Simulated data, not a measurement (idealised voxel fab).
The following is a process module called voxel gate over fins.
Section cut is 255 nm wide and gridded with 5 nm square cells.
A cross-section is written here as square cells arranged in a grid, and it is given in bands from the top down, each band taking up one or more rows of cells. Top height, bottom height, nm. Materials left to right, width each, nm. Single material + "throughout" = fills band edge to edge. "blank" = empty. Heads up on the height convention: 0 is the point under which the incoming wafer is all one material, and the lowest band has no bottom, it just keeps going down, like "0 nm and below". The notation "30..40" denotes a width that varies across the rows of cells in the band, beginning at the first number in the top row, finishing at the second number in the bottom row, and changing by an identical amount from each row to the next. What does "nothing got changed" mean for a step? It means no cell of the cross-section changed in that step. Listed in "Closed internal cavities": every empty space of 8 or more cells without an open way to the top. Form: width x height at distance, the distance being from the left edge, all in nm. The remark found on a step's line after its settings is issued by the simulator itself and pertains to that step. "overlay nm" denotes, for a step that has a mask, the displacement of the mask to the right of its planned place, with negative values corresponding to the left.
The process steps that were planned are listed below
1 RECEIVE, material Si
2 CONFORMAL_DEP, material SiN, thk nm 5
3 MASKED_ETCH, tone cover, mask id FINS, width nm 15, pitch nm 45, etch materials SiN, depth nm 5, overlay nm 0
4 MASKED_ETCH, tone cover, mask id FINS, width nm 15, pitch nm 45, etch materials Si, depth nm 30, overlay nm 0
5 OXIDIZE, depth nm 5
6 FILL_DEP, material SiO2, thk nm 5
7 CMP, height nm 5
8 SELECTIVE_ETCH, etch materials SiO2, depth nm 15
9 STRIP, etch materials SiN
10 CONFORMAL_DEP, material HfO2, thk nm 5
11 CONFORMAL_DEP, material TiN, thk nm 5
12 FILL_DEP, material W, thk nm 15
13 CMP, height nm 20
14 CONFORMAL_DEP, material SiN, thk nm 5
Wafer at receipt (post step 1), cross-section
    0 nm and below: Si throughout
    Closed internal cavities: none
Module complete, cross-section. Starting point and plan per above. One mistake made in running the module
    25 nm to 20 nm: SiN throughout
    20 nm to 5 nm: W throughout
    5 nm to 0 nm: W 50 nm  TiN 15 nm  W 30 nm  TiN 15 nm  W 30 nm  TiN 15 nm  W 30 nm  TiN 15 nm  W 55 nm
    0 nm to -5 nm: W 50 nm  TiN 5 nm  Si 5 nm  TiN 5 nm  W 30 nm  TiN 5 nm  Si 5 nm  TiN 5 nm  W 30 nm  TiN 5 nm  Si 5 nm  TiN 5 nm  W 30 nm  TiN 5 nm  Si 5 nm  TiN 5 nm  W 55 nm
    -5 nm to -10 nm: TiN 55 nm  Si 5 nm  TiN 40 nm  Si 5 nm  TiN 40 nm  Si 5 nm  TiN 40 nm  Si 5 nm  TiN 60 nm
    -10 nm to -35 nm: SiO2 55 nm  Si 5 nm  SiO2 40 nm  Si 5 nm  SiO2 40 nm  Si 5 nm  SiO2 40 nm  Si 5 nm  SiO2 60 nm
    -35 nm and below: Si throughout
    Closed internal cavities: none
Deviation noted in wafer processing: skipped: plan step 10 (never run)
